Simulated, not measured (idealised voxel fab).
The document below concerns the process module designated voxel self aligned vias.
Cross-sectional view cut (width: 265 nm; square cell size: 5 nm).
When this document writes out a cross-section, it uses a grid of square cells and lists it as bands, beginning at the top and moving down, with a band standing for one or more rows of cells.
A band entry consists of two parts. The first gives the height of the band's top and the height of its bottom, in nm. The rest lists the band's materials from left to right, each with its width in nm. A single material labelled with the word "everywhere" fills the band from edge to edge, and the word "blank" marks empty space.
The reference from which all heights are counted is 0, the level beneath which the as-received wafer is entirely one material; the lowest band, having no lower bound, proceeds downward and is written after the example "0 and below".
Per-row width for "30->40": begins at first number (top row of band), ends at second number (bottom row), increment between rows held constant.
"no alterations made" -> step changed no cross-section cell.
What "closed voids" gives you is every empty space of 8 cells or more that is cut off from the top. Each appears as width x height at distance, with the distance taken from the left edge and width, height and distance all in nm.
Where a step's line continues beyond its settings, the continuation is a remark by the simulator itself on that step.
overlay nm: for a step with a mask, the amount by which the mask lay right of where it was planned; a negative amount means left of it.

The planned process steps are enumerated hereunder:
| 1 | RECEIVE (material Si) |
| 2 | CONFORMAL_DEP (material SiO2; thk nm 15) |
| 3 | CONFORMAL_DEP (material SiCN; thk nm 5) |
| 4 | DIRECTIONAL_DEP (material lowk; thk nm 30) |
| 5 | MASKED_ETCH (tone open; mask id LINES; width nm 25; pitch nm 75; etch materials lowk; depth nm 30; overlay nm 0) |
| 6 | CONFORMAL_DEP (material TiN; thk nm 5) |
| 7 | FILL_DEP (material Ru; thk nm 10) |
| 8 | CMP (height nm 50) |
| 9 | SELECTIVE_ETCH (etch materials W Ru TiN; depth nm 5) |
| 10 | FILL_DEP (material SiN; thk nm 10) |
| 11 | CMP (height nm 50) |
| 12 | DIRECTIONAL_DEP (material lowk; thk nm 20) |
| 13 | PATTERN (tone open; mask id VIAS; material resist; width nm 45; thk nm 20; overlay nm 0) |
| 14 | DIRECTIONAL_ETCH (etch materials lowk; depth nm 20) |
| 15 | DIRECTIONAL_ETCH (etch materials SiN; depth nm 5) |
| 16 | STRIP (etch materials resist) |
| 17 | CONFORMAL_DEP (material TiN; thk nm 5) |
| 18 | FILL_DEP (material W; thk nm 10) |
| 19 | CMP (height nm 70) |
| 20 | CONFORMAL_DEP (material SiN; thk nm 5) |

Wafer cross-section on receipt, i.e. after step 1:
	0 and below = Si everywhere
	closed voids: none

Cross-section: first of two wafers, module finished, run according to plan:
	75 down to 70 = SiN everywhere
	70 down to 55 = 70 of lowk | 5 of TiN | 35 of W | 5 of TiN | 150 of lowk
	55 down to 50 = 70 of lowk | 15 of TiN | 15 of W | 15 of TiN | 150 of lowk
	50 down to 45 = 80 of lowk | 25 of TiN | 50 of lowk | 25 of SiN | 85 of lowk
	45 down to 25 = 80 of lowk | 5 of TiN | 15 of Ru | 5 of TiN | 50 of lowk | 5 of TiN | 15 of Ru | 5 of TiN | 85 of lowk
	25 down to 20 = 80 of lowk | 25 of TiN | 50 of lowk | 25 of TiN | 85 of lowk
	20 down to 15 = SiCN everywhere
	15 down to 0 = SiO2 everywhere
	0 and below = Si everywhere
	closed voids: none

The second wafer, shown in cross-section after the module: started the same way as the first and given the same plan, yet one mistake crept into how it was run:
	75 down to 70 = SiN everywhere
	70 down to 55 = 70 of lowk | 5 of TiN | 35 of W | 5 of TiN | 150 of lowk
	55 down to 50 = 70 of lowk | 15 of TiN | 15 of W | 15 of TiN | 150 of lowk
	50 down to 45 = 80 of lowk | 25 of TiN | 50 of lowk | 25 of SiN | 85 of lowk
	45 down to 25 = 80 of lowk | 5 of TiN | 15 of Ru | 5 of TiN | 50 of lowk | 5 of TiN | 15 of Ru | 5 of TiN | 85 of lowk
	25 down to 20 = 80 of lowk | 25 of TiN | 50 of lowk | 25 of TiN | 85 of lowk
	20 down to 5 = SiO2 everywhere
	5 down to 0 = SiCN everywhere
	0 and below = Si everywhere
	closed voids: none
What was done differently from what was planned? it was found that steps 2 and 3 of the process plan had been performed in exchanged positions
By the end, you'd get the same cell count for each material on either wafer, but the second wafer puts them somewhere else.
